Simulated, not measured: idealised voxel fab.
Process module name: voxel transistor to metal
Square cell edge 5 nm, section width 185 nm, ID cut.
A cross-section in this document is a grid of square cells, and it is written down as bands, the top band listed before the ones below it; a band is made up of one or more rows of cells. Read a band's entry like this: the first values are the height of its top and the height of its bottom in nm, and what follows is the sequence of materials from left to right, each with its width in nm. Note that "blank" is empty space, and that a single material marked "everywhere" reaches across the band from edge to edge. All heights in this document are referenced to 0, defined as the level beneath which the wafer, as received, consists entirely of one material. The lowest band is not bounded below; it extends indefinitely downward and is written in the form "0 nm and below". Width "30 to 40": first value at the band's top row of cells, second value at its bottom row, equal change from row to row. Step marked "all unchanged"? Then no cell in the cross-section changed in it. The entry titled "Cavities, closed" provides the empty spaces that have no open way to the top, restricted to those of 8 cells or more. Each is presented as width x height at distance, the distance being measured from the left edge, with all three in nm. Note: text after step settings on the step line = simulator remark on that step. The "overlay nm" setting may appear on a step's line; for a step that uses a mask, it gives how far to the right of its planned position the mask lay, and a negative value indicates the left.
Steps in the process plan
step 1: RECEIVE (material Si)
step 2: CONFORMAL_DEP (material SiO2; thk nm 5)
step 3: CONFORMAL_DEP (material SiN; thk nm 15)
step 4: DIRECTIONAL_DEP (material aC; thk nm 15)
step 5: PATTERN (tone cover; mask id ACTIVE; material resist; width nm 95; thk nm 30; overlay nm 0)
step 6: DIRECTIONAL_ETCH (etch materials aC; depth nm 15)
step 7: STRIP (etch materials resist)
step 8: DIRECTIONAL_ETCH (etch materials SiN; depth nm 15)
step 9: DIRECTIONAL_ETCH (etch materials SiO2; depth nm 5)
step 10: DIRECTIONAL_ETCH (etch materials Si; depth nm 35)
step 11: STRIP (etch materials aC)
step 12: OXIDIZE (depth nm 5)
step 13: FILL_DEP (material SiO2; thk nm 10)
step 14: CMP (height nm 20)
step 15: SELECTIVE_ETCH (etch materials SiO2; depth nm 15)
step 16: STRIP (etch materials SiN)
step 17: SELECTIVE_ETCH (etch materials SiO2; depth nm 5)
step 18: OXIDIZE (depth nm 5)
step 19: DIRECTIONAL_DEP (material polySi; thk nm 20)
step 20: DIRECTIONAL_DEP (material SiCN; thk nm 10)
step 21: MASKED_ETCH (tone cover; mask id GATE; width nm 25; etch materials SiCN; depth nm 20; overlay nm 0)
step 22: MASKED_ETCH (tone cover; mask id GATE; width nm 25; etch materials polySi; depth nm 30; overlay nm 0)
step 23: CONFORMAL_DEP (material SiN; thk nm 5)
step 24: DIRECTIONAL_ETCH (etch materials SiN; depth nm 5)
step 25: DIRECTIONAL_ETCH (etch materials SiO2; depth nm 5)
step 26: DIRECTIONAL_ETCH (etch materials Si; depth nm 10)
step 27: EPI (material SiGe; thk nm 10)
step 28: FILL_DEP (material SiO2; thk nm 10)
step 29: CMP (height nm 20)
step 30: STRIP (etch materials polySi)
step 31: SELECTIVE_ETCH (etch materials SiO2; depth nm 5)
step 32: CONFORMAL_DEP (material HfO2; thk nm 5)
step 33: CONFORMAL_DEP (material TiN; thk nm 5)
step 34: FILL_DEP (material W; thk nm 10)
step 35: CMP (height nm 15)
step 36: DIRECTIONAL_DEP (material SiO2; thk nm 15)
step 37: DIRECTIONAL_DEP (material aC; thk nm 15)
step 38: PATTERN (tone open; mask id CONTACT; material resist; width nm 15; pitch nm 70; thk nm 35; overlay nm 0)
step 39: DIRECTIONAL_ETCH (etch materials aC; depth nm 15)
step 40: STRIP (etch materials resist)
step 41: DIRECTIONAL_ETCH (etch materials SiO2; depth nm 35)
step 42: STRIP (etch materials aC)
step 43: CONFORMAL_DEP (material TiN; thk nm 5)
step 44: FILL_DEP (material W; thk nm 10)
step 45: CMP (height nm 30)
step 46: DIRECTIONAL_DEP (material TiN; thk nm 5)
step 47: DIRECTIONAL_DEP (material W; thk nm 25)
step 48: MASKED_ETCH (tone cover; mask id METAL_1; width nm 15; pitch nm 70; etch materials W; depth nm 25; overlay nm 0)
step 49: MASKED_ETCH (tone cover; mask id METAL_1; width nm 15; pitch nm 70; etch materials TiN; depth nm 5; overlay nm 0)
step 50: CONFORMAL_DEP (material SiN; thk nm 5)
step 51: FILL_DEP (material SiO2; thk nm 10)
step 52: CMP (height nm 60)
step 53: CONFORMAL_DEP (material SiCN; thk nm 5)
The first wafer of two, processed as planned
As received (post step 1): cross-section
	0 nm and below = Si everywhere
	Cavities, closed: none
State of the wafer after step 2, shown in cross-section
	5 nm to 0 nm = SiO2 everywhere
	Under 0: no change, same as before.
State of the wafer after step 3, shown in cross-section
	20 nm to 5 nm = SiN everywhere
	Under 5: no change, same as before.
State of the wafer after step 4, shown in cross-section
	35 nm to 20 nm = aC everywhere
	Under 20: no change, same as before.
State of the wafer after step 5, shown in cross-section
	65 nm to 35 nm = 45 of blank | 95 of resist | 45 of blank
	Under 35: no change, same as before.
State of the wafer after step 6, shown in cross-section
	50 nm to 35 nm = 45 of blank | 95 of resist | 45 of blank
	35 nm to 20 nm = 45 of blank | 95 of aC | 45 of blank
	Under 20: no change, same as before.
State of the wafer after step 7, shown in cross-section
	35 nm to 20 nm = 45 of blank | 95 of aC | 45 of blank
	Under 20: no change, same as before.
State of the wafer after step 8, shown in cross-section
	35 nm to 20 nm = 45 of blank | 95 of aC | 45 of blank
	20 nm to 5 nm = 45 of blank | 95 of SiN | 45 of blank
	Under 5: no change, same as before.
State of the wafer after step 9, shown in cross-section
	35 nm to 20 nm = 45 of blank | 95 of aC | 45 of blank
	20 nm to 5 nm = 45 of blank | 95 of SiN | 45 of blank
	5 nm to 0 nm = 45 of blank | 95 of SiO2 | 45 of blank
	Under 0: no change, same as before.
State of the wafer after step 10, shown in cross-section
	35 nm to 20 nm = 45 of blank | 95 of aC | 45 of blank
	20 nm to 5 nm = 45 of blank | 95 of SiN | 45 of blank
	5 nm to 0 nm = 45 of blank | 95 of SiO2 | 45 of blank
	0 nm to -35 nm = 45 of blank | 95 of Si | 45 of blank
	Under -35: no change, same as before.
State of the wafer after step 11, shown in cross-section
	20 nm to 5 nm = 45 of blank | 95 of SiN | 45 of blank
	Under 5: no change, same as before.
State of the wafer after step 12, shown in cross-section
	20 nm to 5 nm = 45 of blank | 95 of SiN | 45 of blank
	5 nm to 0 nm = 45 of blank | 95 of SiO2 | 45 of blank
	0 nm to -35 nm = 45 of blank | 5 of SiO2 | 85 of Si | 5 of SiO2 | 45 of blank
	-35 nm to -40 nm = 50 of SiO2 | 85 of Si | 50 of SiO2
	Under -40: no change, same as before.
State of the wafer after step 13, shown in cross-section
	30 nm to 20 nm = SiO2 everywhere
	20 nm to 5 nm = 45 of SiO2 | 95 of SiN | 45 of SiO2
	5 nm to 0 nm = SiO2 everywhere
	0 nm to -40 nm = 50 of SiO2 | 85 of Si | 50 of SiO2
	Under -40: no change, same as before.
State of the wafer after step 14, shown in cross-section
	20 nm to 5 nm = 45 of SiO2 | 95 of SiN | 45 of SiO2
	Under 5: no change, same as before.
State of the wafer after step 15, shown in cross-section
	20 nm to 5 nm = 45 of blank | 95 of SiN | 45 of blank
	Under 5: no change, same as before.
State of the wafer after step 16, shown in cross-section
	5 nm to 0 nm = SiO2 everywhere
	Under 0: no change, same as before.
State of the wafer after step 17, shown in cross-section
	0 nm to -40 nm = 50 of SiO2 | 85 of Si | 50 of SiO2
	Under -40: no change, same as before.
State of the wafer after step 18, shown in cross-section
	0 nm to -5 nm = SiO2 everywhere
	Under -5: no change, same as before.
State of the wafer after step 19, shown in cross-section
	20 nm to 0 nm = polySi everywhere
	Under 0: no change, same as before.
State of the wafer after step 20, shown in cross-section
	30 nm to 20 nm = SiCN everywhere
	Under 20: no change, same as before.
State of the wafer after step 21, shown in cross-section
	30 nm to 20 nm = 80 of blank | 25 of SiCN | 80 of blank
	Under 20: no change, same as before.
State of the wafer after step 22, shown in cross-section
	30 nm to 20 nm = 80 of blank | 25 of SiCN | 80 of blank
	20 nm to 0 nm = 80 of blank | 25 of polySi | 80 of blank
	Under 0: no change, same as before.
State of the wafer after step 23, shown in cross-section
	35 nm to 30 nm = 75 of blank | 35 of SiN | 75 of blank
	30 nm to 20 nm = 75 of blank | 5 of SiN | 25 of SiCN | 5 of SiN | 75 of blank
	20 nm to 5 nm = 75 of blank | 5 of SiN | 25 of polySi | 5 of SiN | 75 of blank
	5 nm to 0 nm = 80 of SiN | 25 of polySi | 80 of SiN
	Under 0: no change, same as before.
State of the wafer after step 24, shown in cross-section
	30 nm to 20 nm = 75 of blank | 5 of SiN | 25 of SiCN | 5 of SiN | 75 of blank
	20 nm to 0 nm = 75 of blank | 5 of SiN | 25 of polySi | 5 of SiN | 75 of blank
	Under 0: no change, same as before.
State of the wafer after step 25, shown in cross-section
	30 nm to 20 nm = 75 of blank | 5 of SiN | 25 of SiCN | 5 of SiN | 75 of blank
	20 nm to 0 nm = 75 of blank | 5 of SiN | 25 of polySi | 5 of SiN | 75 of blank
	0 nm to -5 nm = 75 of blank | 35 of SiO2 | 75 of blank
	Under -5: no change, same as before.
State of the wafer after step 26, shown in cross-section
	30 nm to 20 nm = 75 of blank | 5 of SiN | 25 of SiCN | 5 of SiN | 75 of blank
	20 nm to 0 nm = 75 of blank | 5 of SiN | 25 of polySi | 5 of SiN | 75 of blank
	0 nm to -5 nm = 75 of blank | 35 of SiO2 | 75 of blank
	-5 nm to -15 nm = 50 of SiO2 | 25 of blank | 35 of Si | 25 of blank | 50 of SiO2
	Under -15: no change, same as before.
State of the wafer after step 27, shown in cross-section
	30 nm to 20 nm = 75 of blank | 5 of SiN | 25 of SiCN | 5 of SiN | 75 of blank
	20 nm to 5 nm = 75 of blank | 5 of SiN | 25 of polySi | 5 of SiN | 75 of blank
	5 nm to 0 nm = 65 of blank | 10 of SiGe | 5 of SiN | 25 of polySi | 5 of SiN | 10 of SiGe | 65 of blank
	0 nm to -5 nm = 65 of blank | 10 of SiGe | 35 of SiO2 | 10 of SiGe | 65 of blank
	-5 nm to -15 nm = 50 of SiO2 | 25 of SiGe | 35 of Si | 25 of SiGe | 50 of SiO2
	Under -15: no change, same as before.
State of the wafer after step 28, shown in cross-section
	40 nm to 30 nm = SiO2 everywhere
	30 nm to 20 nm = 75 of SiO2 | 5 of SiN | 25 of SiCN | 5 of SiN | 75 of SiO2
	20 nm to 5 nm = 75 of SiO2 | 5 of SiN | 25 of polySi | 5 of SiN | 75 of SiO2
	5 nm to 0 nm = 65 of SiO2 | 10 of SiGe | 5 of SiN | 25 of polySi | 5 of SiN | 10 of SiGe | 65 of SiO2
	0 nm to -5 nm = 65 of SiO2 | 10 of SiGe | 35 of SiO2 | 10 of SiGe | 65 of SiO2
	Under -5: no change, same as before.
State of the wafer after step 29, shown in cross-section
	20 nm to 5 nm = 75 of SiO2 | 5 of SiN | 25 of polySi | 5 of SiN | 75 of SiO2
	Under 5: no change, same as before.
State of the wafer after step 30, shown in cross-section
	20 nm to 5 nm = 75 of SiO2 | 5 of SiN | 25 of blank | 5 of SiN | 75 of SiO2
	5 nm to 0 nm = 65 of SiO2 | 10 of SiGe | 5 of SiN | 25 of blank | 5 of SiN | 10 of SiGe | 65 of SiO2
	Under 0: no change, same as before.
State of the wafer after step 31, shown in cross-section
	20 nm to 15 nm = 75 of blank | 5 of SiN | 25 of blank | 5 of SiN | 75 of blank
	15 nm to 5 nm = 75 of SiO2 | 5 of SiN | 25 of blank | 5 of SiN | 75 of SiO2
	5 nm to 0 nm = 65 of SiO2 | 10 of SiGe | 5 of SiN | 25 of blank | 5 of SiN | 10 of SiGe | 65 of SiO2
	0 nm to -5 nm = 65 of SiO2 | 10 of SiGe | 35 of blank | 10 of SiGe | 65 of SiO2
	Under -5: no change, same as before.
State of the wafer after step 32, shown in cross-section
	25 nm to 20 nm = 70 of blank | 15 of HfO2 | 15 of blank | 15 of HfO2 | 70 of blank
	20 nm to 15 nm = 75 of HfO2 | 5 of SiN | 5 of HfO2 | 15 of blank | 5 of HfO2 | 5 of SiN | 75 of HfO2
	15 nm to 5 nm = 75 of SiO2 | 5 of SiN | 5 of HfO2 | 15 of blank | 5 of HfO2 | 5 of SiN | 75 of SiO2
	5 nm to 0 nm = 65 of SiO2 | 10 of SiGe | 5 of SiN | 5 of HfO2 | 15 of blank | 5 of HfO2 | 5 of SiN | 10 of SiGe | 65 of SiO2
	0 nm to -5 nm = 65 of SiO2 | 10 of SiGe | 35 of HfO2 | 10 of SiGe | 65 of SiO2
	Under -5: no change, same as before.
State of the wafer after step 33, shown in cross-section
	30 nm to 25 nm = 65 of blank | 25 of TiN | 5 of blank | 25 of TiN | 65 of blank
	25 nm to 20 nm = 70 of TiN | 15 of HfO2 | 5 of TiN | 5 of blank | 5 of TiN | 15 of HfO2 | 70 of TiN
	20 nm to 15 nm = 75 of HfO2 | 5 of SiN | 5 of HfO2 | 5 of TiN | 5 of blank | 5 of TiN | 5 of HfO2 | 5 of SiN | 75 of HfO2
	15 nm to 5 nm = 75 of SiO2 | 5 of SiN | 5 of HfO2 | 5 of TiN | 5 of blank | 5 of TiN | 5 of HfO2 | 5 of SiN | 75 of SiO2
	5 nm to 0 nm = 65 of SiO2 | 10 of SiGe | 5 of SiN | 5 of HfO2 | 15 of TiN | 5 of HfO2 | 5 of SiN | 10 of SiGe | 65 of SiO2
	Under 0: no change, same as before.
State of the wafer after step 34, shown in cross-section
	40 nm to 30 nm = W everywhere
	30 nm to 25 nm = 65 of W | 25 of TiN | 5 of W | 25 of TiN | 65 of W
	25 nm to 20 nm = 70 of TiN | 15 of HfO2 | 5 of TiN | 5 of W | 5 of TiN | 15 of HfO2 | 70 of TiN
	20 nm to 15 nm = 75 of HfO2 | 5 of SiN | 5 of HfO2 | 5 of TiN | 5 of W | 5 of TiN | 5 of HfO2 | 5 of SiN | 75 of HfO2
	15 nm to 5 nm = 75 of SiO2 | 5 of SiN | 5 of HfO2 | 5 of TiN | 5 of W | 5 of TiN | 5 of HfO2 | 5 of SiN | 75 of SiO2
	Under 5: no change, same as before.
State of the wafer after step 35, shown in cross-section
	15 nm to 5 nm = 75 of SiO2 | 5 of SiN | 5 of HfO2 | 5 of TiN | 5 of W | 5 of TiN | 5 of HfO2 | 5 of SiN | 75 of SiO2
	Under 5: no change, same as before.
State of the wafer after step 36, shown in cross-section
	30 nm to 15 nm = SiO2 everywhere
	Under 15: no change, same as before.
State of the wafer after step 37, shown in cross-section
	45 nm to 30 nm = aC everywhere
	Under 30: no change, same as before.
State of the wafer after step 38, shown in cross-section
	80 nm to 45 nm = 50 of resist | 15 of blank | 55 of resist | 15 of blank | 50 of resist
	Under 45: no change, same as before.
State of the wafer after step 39, shown in cross-section
	65 nm to 45 nm = 50 of resist | 15 of blank | 55 of resist | 15 of blank | 50 of resist
	45 nm to 30 nm = 50 of aC | 15 of blank | 55 of aC | 15 of blank | 50 of aC
	Under 30: no change, same as before.
State of the wafer after step 40, shown in cross-section
	45 nm to 30 nm = 50 of aC | 15 of blank | 55 of aC | 15 of blank | 50 of aC
	Under 30: no change, same as before.
State of the wafer after step 41, shown in cross-section
	45 nm to 30 nm = 50 of aC | 15 of blank | 55 of aC | 15 of blank | 50 of aC
	30 nm to 15 nm = 50 of SiO2 | 15 of blank | 55 of SiO2 | 15 of blank | 50 of SiO2
	15 nm to 5 nm = 50 of SiO2 | 15 of blank | 10 of SiO2 | 5 of SiN | 5 of HfO2 | 5 of TiN | 5 of W | 5 of TiN | 5 of HfO2 | 5 of SiN | 10 of SiO2 | 15 of blank | 50 of SiO2
	5 nm to 0 nm = 50 of SiO2 | 15 of blank | 10 of SiGe | 5 of SiN | 5 of HfO2 | 15 of TiN | 5 of HfO2 | 5 of SiN | 10 of SiGe | 15 of blank | 50 of SiO2
	0 nm to -5 nm = 50 of SiO2 | 15 of blank | 10 of SiGe | 35 of HfO2 | 10 of SiGe | 15 of blank | 50 of SiO2
	Under -5: no change, same as before.
State of the wafer after step 42, shown in cross-section
	30 nm to 15 nm = 50 of SiO2 | 15 of blank | 55 of SiO2 | 15 of blank | 50 of SiO2
	Under 15: no change, same as before.
State of the wafer after step 43, shown in cross-section
	35 nm to 30 nm = 55 of TiN | 5 of blank | 65 of TiN | 5 of blank | 55 of TiN
	30 nm to 15 nm = 50 of SiO2 | 5 of TiN | 5 of blank | 5 of TiN | 55 of SiO2 | 5 of TiN | 5 of blank | 5 of TiN | 50 of SiO2
	15 nm to 5 nm = 50 of SiO2 | 5 of TiN | 5 of blank | 5 of TiN | 10 of SiO2 | 5 of SiN | 5 of HfO2 | 5 of TiN | 5 of W | 5 of TiN | 5 of HfO2 | 5 of SiN | 10 of SiO2 | 5 of TiN | 5 of blank | 5 of TiN | 50 of SiO2
	5 nm to 0 nm = 50 of SiO2 | 5 of TiN | 5 of blank | 5 of TiN | 10 of SiGe | 5 of SiN | 5 of HfO2 | 15 of TiN | 5 of HfO2 | 5 of SiN | 10 of SiGe | 5 of TiN | 5 of blank | 5 of TiN | 50 of SiO2
	0 nm to -5 nm = 50 of SiO2 | 15 of TiN | 10 of SiGe | 35 of HfO2 | 10 of SiGe | 15 of TiN | 50 of SiO2
	Under -5: no change, same as before.
State of the wafer after step 44, shown in cross-section
	45 nm to 35 nm = W everywhere
	35 nm to 30 nm = 55 of TiN | 5 of W | 65 of TiN | 5 of W | 55 of TiN
	30 nm to 15 nm = 50 of SiO2 | 5 of TiN | 5 of W | 5 of TiN | 55 of SiO2 | 5 of TiN | 5 of W | 5 of TiN | 50 of SiO2
	15 nm to 5 nm = 50 of SiO2 | 5 of TiN | 5 of W | 5 of TiN | 10 of SiO2 | 5 of SiN | 5 of HfO2 | 5 of TiN | 5 of W | 5 of TiN | 5 of HfO2 | 5 of SiN | 10 of SiO2 | 5 of TiN | 5 of W | 5 of TiN | 50 of SiO2
	5 nm to 0 nm = 50 of SiO2 | 5 of TiN | 5 of W | 5 of TiN | 10 of SiGe | 5 of SiN | 5 of HfO2 | 15 of TiN | 5 of HfO2 | 5 of SiN | 10 of SiGe | 5 of TiN | 5 of W | 5 of TiN | 50 of SiO2
	Under 0: no change, same as before.
State of the wafer after step 45, shown in cross-section
	30 nm to 15 nm = 50 of SiO2 | 5 of TiN | 5 of W | 5 of TiN | 55 of SiO2 | 5 of TiN | 5 of W | 5 of TiN | 50 of SiO2
	Under 15: no change, same as before.
State of the wafer after step 46, shown in cross-section
	35 nm to 30 nm = TiN everywhere
	Under 30: no change, same as before.
State of the wafer after step 47, shown in cross-section
	60 nm to 35 nm = W everywhere
	Under 35: no change, same as before.
State of the wafer after step 48, shown in cross-section
	60 nm to 35 nm = 50 of blank | 15 of W | 55 of blank | 15 of W | 50 of blank
	Under 35: no change, same as before.
State of the wafer after step 49, shown in cross-section
	60 nm to 35 nm = 50 of blank | 15 of W | 55 of blank | 15 of W | 50 of blank
	35 nm to 30 nm = 50 of blank | 15 of TiN | 55 of blank | 15 of TiN | 50 of blank
	Under 30: no change, same as before.
State of the wafer after step 50, shown in cross-section
	65 nm to 60 nm = 45 of blank | 25 of SiN | 45 of blank | 25 of SiN | 45 of blank
	60 nm to 35 nm = 45 of blank | 5 of SiN | 15 of W | 5 of SiN | 45 of blank | 5 of SiN | 15 of W | 5 of SiN | 45 of blank
	35 nm to 30 nm = 50 of SiN | 15 of TiN | 55 of SiN | 15 of TiN | 50 of SiN
	Under 30: no change, same as before.
State of the wafer after step 51, shown in cross-section
	75 nm to 65 nm = SiO2 everywhere
	65 nm to 60 nm = 45 of SiO2 | 25 of SiN | 45 of SiO2 | 25 of SiN | 45 of SiO2
	60 nm to 35 nm = 45 of SiO2 | 5 of SiN | 15 of W | 5 of SiN | 45 of SiO2 | 5 of SiN | 15 of W | 5 of SiN | 45 of SiO2
	Under 35: no change, same as before.
State of the wafer after step 52, shown in cross-section
	60 nm to 35 nm = 45 of SiO2 | 5 of SiN | 15 of W | 5 of SiN | 45 of SiO2 | 5 of SiN | 15 of W | 5 of SiN | 45 of SiO2
	Under 35: no change, same as before.
State of the wafer after step 53, shown in cross-section
	65 nm to 60 nm = SiCN everywhere
	Under 60: no change, same as before.
The second wafer began exactly as the first did and followed the same plan, but one mistake was made while running it; through step 31 inclusive, the two wafers are identical
Look at the second wafer in cross-section at the time step 32 ought to have finished
	25 nm to 20 nm = 70 of blank | 15 of SiO2 | 15 of blank | 15 of SiO2 | 70 of blank
	20 nm to 5 nm = 75 of SiO2 | 5 of SiN | 5 of SiO2 | 15 of blank | 5 of SiO2 | 5 of SiN | 75 of SiO2
	5 nm to 0 nm = 65 of SiO2 | 10 of SiGe | 5 of SiN | 5 of SiO2 | 15 of blank | 5 of SiO2 | 5 of SiN | 10 of SiGe | 65 of SiO2
	0 nm to -5 nm = 65 of SiO2 | 10 of SiGe | 35 of SiO2 | 10 of SiGe | 65 of SiO2
	Under -5: no change, same as before.
Look at the second wafer in cross-section at the time step 33 ought to have finished
	30 nm to 25 nm = 65 of blank | 25 of TiN | 5 of blank | 25 of TiN | 65 of blank
	25 nm to 20 nm = 70 of TiN | 15 of SiO2 | 5 of TiN | 5 of blank | 5 of TiN | 15 of SiO2 | 70 of TiN
	20 nm to 5 nm = 75 of SiO2 | 5 of SiN | 5 of SiO2 | 5 of TiN | 5 of blank | 5 of TiN | 5 of SiO2 | 5 of SiN | 75 of SiO2
	5 nm to 0 nm = 65 of SiO2 | 10 of SiGe | 5 of SiN | 5 of SiO2 | 15 of TiN | 5 of SiO2 | 5 of SiN | 10 of SiGe | 65 of SiO2
	Under 0: no change, same as before.
Look at the second wafer in cross-section at the time step 34 ought to have finished
	40 nm to 30 nm = W everywhere
	30 nm to 25 nm = 65 of W | 25 of TiN | 5 of W | 25 of TiN | 65 of W
	25 nm to 20 nm = 70 of TiN | 15 of SiO2 | 5 of TiN | 5 of W | 5 of TiN | 15 of SiO2 | 70 of TiN
	20 nm to 5 nm = 75 of SiO2 | 5 of SiN | 5 of SiO2 | 5 of TiN | 5 of W | 5 of TiN | 5 of SiO2 | 5 of SiN | 75 of SiO2
	Under 5: no change, same as before.
Look at the second wafer in cross-section at the time step 35 ought to have finished
	15 nm to 5 nm = 75 of SiO2 | 5 of SiN | 5 of SiO2 | 5 of TiN | 5 of W | 5 of TiN | 5 of SiO2 | 5 of SiN | 75 of SiO2
	Under 5: no change, same as before.
Look at the second wafer in cross-section at the time step 36 ought to have finished
	30 nm to 15 nm = SiO2 everywhere
	Under 15: no change, same as before.
Look at the second wafer in cross-section at the time step 37 ought to have finished
	45 nm to 30 nm = aC everywhere
	Under 30: no change, same as before.
Look at the second wafer in cross-section at the time step 38 ought to have finished
	80 nm to 45 nm = 50 of resist | 15 of blank | 55 of resist | 15 of blank | 50 of resist
	Under 45: no change, same as before.
Look at the second wafer in cross-section at the time step 39 ought to have finished
	65 nm to 45 nm = 50 of resist | 15 of blank | 55 of resist | 15 of blank | 50 of resist
	45 nm to 30 nm = 50 of aC | 15 of blank | 55 of aC | 15 of blank | 50 of aC
	Under 30: no change, same as before.
Look at the second wafer in cross-section at the time step 40 ought to have finished
	45 nm to 30 nm = 50 of aC | 15 of blank | 55 of aC | 15 of blank | 50 of aC
	Under 30: no change, same as before.
Look at the second wafer in cross-section at the time step 41 ought to have finished
	45 nm to 30 nm = 50 of aC | 15 of blank | 55 of aC | 15 of blank | 50 of aC
	30 nm to 15 nm = 50 of SiO2 | 15 of blank | 55 of SiO2 | 15 of blank | 50 of SiO2
	15 nm to 5 nm = 50 of SiO2 | 15 of blank | 10 of SiO2 | 5 of SiN | 5 of SiO2 | 5 of TiN | 5 of W | 5 of TiN | 5 of SiO2 | 5 of SiN | 10 of SiO2 | 15 of blank | 50 of SiO2
	5 nm to 0 nm = 50 of SiO2 | 15 of blank | 10 of SiGe | 5 of SiN | 5 of SiO2 | 15 of TiN | 5 of SiO2 | 5 of SiN | 10 of SiGe | 15 of blank | 50 of SiO2
	0 nm to -5 nm = 50 of SiO2 | 15 of blank | 10 of SiGe | 35 of SiO2 | 10 of SiGe | 15 of blank | 50 of SiO2
	Under -5: no change, same as before.
Look at the second wafer in cross-section at the time step 42 ought to have finished
	30 nm to 15 nm = 50 of SiO2 | 15 of blank | 55 of SiO2 | 15 of blank | 50 of SiO2
	Under 15: no change, same as before.
Look at the second wafer in cross-section at the time step 43 ought to have finished
	35 nm to 30 nm = 55 of TiN | 5 of blank | 65 of TiN | 5 of blank | 55 of TiN
	30 nm to 15 nm = 50 of SiO2 | 5 of TiN | 5 of blank | 5 of TiN | 55 of SiO2 | 5 of TiN | 5 of blank | 5 of TiN | 50 of SiO2
	15 nm to 5 nm = 50 of SiO2 | 5 of TiN | 5 of blank | 5 of TiN | 10 of SiO2 | 5 of SiN | 5 of SiO2 | 5 of TiN | 5 of W | 5 of TiN | 5 of SiO2 | 5 of SiN | 10 of SiO2 | 5 of TiN | 5 of blank | 5 of TiN | 50 of SiO2
	5 nm to 0 nm = 50 of SiO2 | 5 of TiN | 5 of blank | 5 of TiN | 10 of SiGe | 5 of SiN | 5 of SiO2 | 15 of TiN | 5 of SiO2 | 5 of SiN | 10 of SiGe | 5 of TiN | 5 of blank | 5 of TiN | 50 of SiO2
	0 nm to -5 nm = 50 of SiO2 | 15 of TiN | 10 of SiGe | 35 of SiO2 | 10 of SiGe | 15 of TiN | 50 of SiO2
	Under -5: no change, same as before.
Look at the second wafer in cross-section at the time step 44 ought to have finished
	45 nm to 35 nm = W everywhere
	35 nm to 30 nm = 55 of TiN | 5 of W | 65 of TiN | 5 of W | 55 of TiN
	30 nm to 15 nm = 50 of SiO2 | 5 of TiN | 5 of W | 5 of TiN | 55 of SiO2 | 5 of TiN | 5 of W | 5 of TiN | 50 of SiO2
	15 nm to 5 nm = 50 of SiO2 | 5 of TiN | 5 of W | 5 of TiN | 10 of SiO2 | 5 of SiN | 5 of SiO2 | 5 of TiN | 5 of W | 5 of TiN | 5 of SiO2 | 5 of SiN | 10 of SiO2 | 5 of TiN | 5 of W | 5 of TiN | 50 of SiO2
	5 nm to 0 nm = 50 of SiO2 | 5 of TiN | 5 of W | 5 of TiN | 10 of SiGe | 5 of SiN | 5 of SiO2 | 15 of TiN | 5 of SiO2 | 5 of SiN | 10 of SiGe | 5 of TiN | 5 of W | 5 of TiN | 50 of SiO2
	Under 0: no change, same as before.
Look at the second wafer in cross-section at the time step 45 ought to have finished
	30 nm to 15 nm = 50 of SiO2 | 5 of TiN | 5 of W | 5 of TiN | 55 of SiO2 | 5 of TiN | 5 of W | 5 of TiN | 50 of SiO2
	Under 15: no change, same as before.
Look at the second wafer in cross-section at the time step 46 ought to have finished
	35 nm to 30 nm = TiN everywhere
	Under 30: no change, same as before.
Look at the second wafer in cross-section at the time step 47 ought to have finished
	60 nm to 35 nm = W everywhere
	Under 35: no change, same as before.
Look at the second wafer in cross-section at the time step 48 ought to have finished
	60 nm to 35 nm = 50 of blank | 15 of W | 55 of blank | 15 of W | 50 of blank
	Under 35: no change, same as before.
Look at the second wafer in cross-section at the time step 49 ought to have finished
	60 nm to 35 nm = 50 of blank | 15 of W | 55 of blank | 15 of W | 50 of blank
	35 nm to 30 nm = 50 of blank | 15 of TiN | 55 of blank | 15 of TiN | 50 of blank
	Under 30: no change, same as before.
Look at the second wafer in cross-section at the time step 50 ought to have finished
	65 nm to 60 nm = 45 of blank | 25 of SiN | 45 of blank | 25 of SiN | 45 of blank
	60 nm to 35 nm = 45 of blank | 5 of SiN | 15 of W | 5 of SiN | 45 of blank | 5 of SiN | 15 of W | 5 of SiN | 45 of blank
	35 nm to 30 nm = 50 of SiN | 15 of TiN | 55 of SiN | 15 of TiN | 50 of SiN
	Under 30: no change, same as before.
Look at the second wafer in cross-section at the time step 51 ought to have finished
	75 nm to 65 nm = SiO2 everywhere
	65 nm to 60 nm = 45 of SiO2 | 25 of SiN | 45 of SiO2 | 25 of SiN | 45 of SiO2
	60 nm to 35 nm = 45 of SiO2 | 5 of SiN | 15 of W | 5 of SiN | 45 of SiO2 | 5 of SiN | 15 of W | 5 of SiN | 45 of SiO2
	Under 35: no change, same as before.
Look at the second wafer in cross-section at the time step 52 ought to have finished
	60 nm to 35 nm = 45 of SiO2 | 5 of SiN | 15 of W | 5 of SiN | 45 of SiO2 | 5 of SiN | 15 of W | 5 of SiN | 45 of SiO2
	Under 35: no change, same as before.
Look at the second wafer in cross-section at the time step 53 ought to have finished
	65 nm to 60 nm = SiCN everywhere
	Under 60: no change, same as before.
In executing the process, a mistake was made relative to the plan: step 32 changed vs plan, executed as CONFORMAL_DEP (material SiO2; thk nm 5)
Heads up, by the end the second wafer has more or fewer cells of some materials compared to the first: HfO2: 13 fewer, SiO2: 13 more
